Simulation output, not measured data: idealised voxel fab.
Name of the process module below: voxel ribs on slabs
Cross-sectional view cut (width: 170 nm; square cell size: 5 nm).
If you're reading a cross-section in this doc, picture square cells in a grid; it comes to you as bands, top ones listed first down to the bottom, and a band can be one or more rows of cells. The band entry comprises the height of the band's top followed by the height of its bottom, expressed in nm, and subsequently the band's materials from left to right, each stated together with its width in nm. Where a single material is marked with the word "all across", that material fills the band from edge to edge. The word "air" represents empty space. Heights are expressed relative to 0, this being the level below which the as-received wafer comprises one material exclusively. The lowest band is unbounded in the downward direction and is denoted as in "0 -> down". With a width like "30 to 40", each row of cells in the band differs from the next by the same amount, the top row carrying the first number and the bottom row the second. Any step labelled "nothing was modified" changed none of the cells in the cross-section. Empty spaces without an open route to the top, at least 8 cells in extent, make up the entry "Enclosed void list"; each is given as width x height at distance, where the distance is measured from the left edge, and all are in nm. Whatever follows a step's settings on its line is a remark the simulator itself makes about that step. On any step carrying a mask, the "overlay nm" setting, if present on the step's line, tells how far right of its planned place the mask lay; negative values point to the left.
**The process steps that were planned are listed below**
1: RECEIVE [material Si]
2: DIRECTIONAL_DEP [material SiO2] [thk nm 20]
3: DIRECTIONAL_DEP [material polySi] [thk nm 15]
4: MASKED_ETCH [tone cover] [mask id RIB] [width nm 30] [etch materials polySi] [depth nm 10] [overlay nm 0]
5: DIRECTIONAL_DEP [material aC] [thk nm 15]
6: PATTERN [tone cover] [mask id SLAB] [material resist] [width nm 70] [thk nm 35] [overlay nm 0]
7: DIRECTIONAL_ETCH [etch materials aC] [depth nm 15]
8: STRIP [etch materials resist]
9: DIRECTIONAL_ETCH [etch materials polySi] [depth nm 5]
10: STRIP [etch materials aC]
11: FILL_DEP [material SiO2] [thk nm 15]
12: CMP [height nm 45]
13: DIRECTIONAL_DEP [material W] [thk nm 10]
14: DIRECTIONAL_DEP [material aC] [thk nm 10]
15: PATTERN [tone cover] [mask id HEATER] [material resist] [width nm 40] [thk nm 25] [overlay nm 0]
16: DIRECTIONAL_ETCH [etch materials aC] [depth nm 10]
17: STRIP [etch materials resist]
18: DIRECTIONAL_ETCH [etch materials W] [depth nm 10]
19: STRIP [etch materials aC]
20: CONFORMAL_DEP [material SiN] [thk nm 10]
**The cross-section here shows the wafer as received, i.e. in its state after step 1**
0 -> down | Si all across
Enclosed void list: none
**First of two wafers at the end of the module, shown in cross-section; run carried out as planned**
65 -> 55 | 55 air  60 SiN  55 air
55 -> 45 | 65 SiN  40 W  65 SiN
45 -> 35 | SiO2 all across
35 -> 25 | 70 SiO2  30 polySi  70 SiO2
25 -> 20 | 50 SiO2  70 polySi  50 SiO2
20 -> 0 | SiO2 all across
0 -> down | Si all across
Enclosed void list: none
**Presented here is a cross-section of the second of the two wafers as it stood at the end of the module. It was started in the same manner and assigned the same plan as the first wafer; however, one mistake was made in its execution**
65 -> 55 | 55 air  60 SiN  55 air
55 -> 45 | 65 SiN  40 W  65 SiN
45 -> 15 | SiO2 all across
15 -> 0 | polySi all across
0 -> down | Si all across
Enclosed void list: none
Short version of what went wrong: steps 2 and 3 of the plan were run in the wrong order, each in the other's place
Once processing is complete, comparing cell counts shows that the second wafer has more or fewer of certain materials than the first: SiO2 -76, polySi +76
